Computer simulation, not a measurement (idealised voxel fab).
The process module that follows is named voxel tone inversion.
Cross-section cut: width 295 nm, square cells of 5 nm.
In what follows, cross-sections appear as grids of square cells, described through bands that run from the top down, where every band is one or more rows of cells.
First you get the band's top height and its bottom height, in nm, and then the materials it's made of, left to right, with each width in nm. If you see a single material with "full width", that one covers the band edge to edge. "empty" is empty space.
Heights are reckoned from 0. Under this level, the received wafer is all of one material. The bottommost band is open-ended downward, for example "0 nm and below".
So if you see something like "30 to 40" for the width, read it as the top row of the band sitting at the first number and the bottom row at the second, with every row in between moving by the same amount as the last.
"no alteration" for a step: no cell of the cross-section changed in that step.
Entry "Fully sealed cavities". Content: empty spaces with no open connection to the top, size 8 cells or greater. Each: width x height at distance. Distance: from left edge. Unit: nm.
Heads up: the bit after the settings on a step's line is the simulator's remark on that step.
overlay nm, on a step with a mask: how far to the right of its planned place the mask lay; to the left if negative

-- Steps planned for the process
1: RECEIVE (material Si)
2: CONFORMAL_DEP (material SiCN; thk nm 10)
3: DIRECTIONAL_DEP (material polySi; thk nm 25)
4: PATTERN (tone cover; mask id POSTS; material resist; width nm 25; pitch nm 45; thk nm 35; overlay nm 0)
5: DIRECTIONAL_ETCH (etch materials polySi; depth nm 25)
6: STRIP (etch materials resist)
7: FILL_DEP (material lowk; thk nm 5)
8: CMP (height nm 35)
9: STRIP (etch materials polySi)
10: CONFORMAL_DEP (material TiN; thk nm 5)
11: FILL_DEP (material Cu; thk nm 5)
12: CMP (height nm 35)
13: CONFORMAL_DEP (material SiCN; thk nm 5)
All wafers enter the flow in the same state. The thk nm at step 10 differs from wafer to wafer, and the plan gives the value for the first wafer.

-- Cut through the first of several wafers as received, post step 1
- 0 nm and below | Si full width
- Fully sealed cavities: none

-- Tabulated below, wafer by wafer, are the end-of-module results: for each material, the number of cells gained (+) or lost (-) relative to the as-received state, followed by the closed voids
thk nm 5 | +48 Cu | +177 SiCN | +52 TiN | +195 lowk | Fully sealed cavities: none
thk nm 10 | +12 Cu | +177 SiCN | +88 TiN | +195 lowk | Fully sealed cavities: none
thk nm 15 | +177 SiCN | +100 TiN | +195 lowk | Fully sealed cavities: none
thk nm 20 | +177 SiCN | +100 TiN | +195 lowk | Fully sealed cavities: none
